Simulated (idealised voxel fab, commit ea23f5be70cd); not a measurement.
process module | voxel lift off
cross-section cut | 280 nm wide | cells 5 nm
A cross-section is a grid of square cells, given in bands from the top down. A band is one or more rows of cells.
Each band's line starts with the height of the band's top and of its bottom, in nm. Then come its materials from left to right, each with its width in nm. One material with "throughout" fills the band from edge to edge. "air" is empty space.
Height 0 is the level under which the wafer as received is all one material. The lowest band goes on downwards, as in "0 down".
A width such as "30 to 40" changes by the same amount from each row of cells to the next, from the band's top row to its bottom row.
"no change" after a step means that no cell of the cross-section changed.
closed voids: empty space of 8 cells or more with no open way to the top, each as width x height at its distance from the left edge, in nm
after a step's settings: what the simulator itself notes on the step
overlay nm, on a step with a mask: how far to the right of its planned place the mask lay; to the left if negative
plan
1 op RECEIVE | material Si
2 op CONFORMAL_DEP | material SiN | thk nm 10
3 op PATTERN | tone open | mask id LINES | material resist | width nm 30 | pitch nm 45 | thk nm 20 | overlay nm 0
4 op DIRECTIONAL_DEP | material Ru | thk nm 10
5 op STRIP | etch materials resist
6 op CONFORMAL_DEP | material SiO2 | thk nm 10
as received, after step 1
  0 down: Si throughout
  closed voids: none
a wafer at the end: this start, this plan, one mistake
  25 to 15: air 45 | SiO2 185 | air 50
  15 to 5: SiO2 55 | Ru 30 | SiO2 15 | Ru 30 | SiO2 15 | Ru 30 | SiO2 15 | Ru 30 | SiO2 60
  5 to 0: SiN throughout
  0 down: Si throughout
  closed voids: none
what went wrong: step 2 ran as: op CONFORMAL_DEP | material SiN | thk nm 5
